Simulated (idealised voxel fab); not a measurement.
process module | voxel self aligned contacts
cross-section cut | 185 nm wide | cells 5 nm
A cross-section is a grid of square cells, given in bands from the top down. A band is one or more rows of cells.
Each band's line starts with the height of the band's top and of its bottom, in nm. Then come its materials from left to right, each with its width in nm. One material with "throughout" fills the band from edge to edge. "air" is empty space.
Height 0 is the level under which the wafer as received is all one material. The lowest band goes on downwards, as in "0 down".
A width such as "30 to 40" changes by the same amount from each row of cells to the next, from the band's top row to its bottom row.
"no change" after a step means that no cell of the cross-section changed.
closed voids: empty space of 8 cells or more with no open way to the top, each as width x height at its distance from the left edge, in nm
after a step's settings: what the simulator itself notes on the step
overlay nm, on a step with a mask: how far to the right of its planned place the mask lay; to the left if negative
plan
1 op RECEIVE | material Si
2 op OXIDIZE | depth nm 5
3 op DIRECTIONAL_DEP | material polySi | thk nm 30
4 op DIRECTIONAL_DEP | material SiN | thk nm 15
5 op PATTERN | tone cover | mask id GATE | material resist | width nm 25 | pitch nm 50 | thk nm 15 | overlay nm 0
6 op DIRECTIONAL_ETCH | etch materials SiN | depth nm 15
7 op DIRECTIONAL_ETCH | etch materials polySi | depth nm 30
8 op STRIP | etch materials resist
9 op CONFORMAL_DEP | material SiN | thk nm 5
10 op DIRECTIONAL_ETCH | etch materials SiN | depth nm 5
11 op FILL_DEP | material SiO2 | thk nm 15
12 op CMP | height nm 50
13 op MASKED_ETCH | tone open | mask id CONTACT | width nm 35 | etch materials SiO2 | depth nm 55 | overlay nm 0
14 op CONFORMAL_DEP | material TiN | thk nm 5
15 op FILL_DEP | material W | thk nm 5
16 op CMP | height nm 50
17 op CONFORMAL_DEP | material SiCN | thk nm 5
as received, after step 1
  0 down: Si throughout
  closed voids: none
first wafer at the end, as planned
  55 to 50: SiCN throughout
  50 to 45: SiO2 75 | TiN 15 | W 5 | TiN 15 | SiO2 75
  45 to 30: SiO2 50 | SiN 35 | TiN 5 | W 5 | TiN 5 | SiN 35 | SiO2 50
  30 to 0: SiO2 50 | SiN 5 | polySi 25 | SiN 5 | TiN 5 | W 5 | TiN 5 | SiN 5 | polySi 25 | SiN 5 | SiO2 50
  0 to -5: SiO2 85 | TiN 15 | SiO2 85
  -5 down: Si throughout
  closed voids: none
second wafer at the end: like start, like plan, one mistake
  60 to 55: SiCN throughout
  55 to 50: TiN 80 | W 25 | TiN 80
  50 to 45: SiO2 75 | TiN 15 | W 5 | TiN 15 | SiO2 75
  45 to 30: SiO2 50 | SiN 35 | TiN 5 | W 5 | TiN 5 | SiN 35 | SiO2 50
  30 to 0: SiO2 50 | SiN 5 | polySi 25 | SiN 5 | TiN 5 | W 5 | TiN 5 | SiN 5 | polySi 25 | SiN 5 | SiO2 50
  0 to -5: SiO2 85 | TiN 15 | SiO2 85
  -5 down: Si throughout
  closed voids: none
what went wrong: step 16 ran as: op CMP | height nm 55
at the end the second wafer has, in cells: 32 more of TiN | 5 more of W
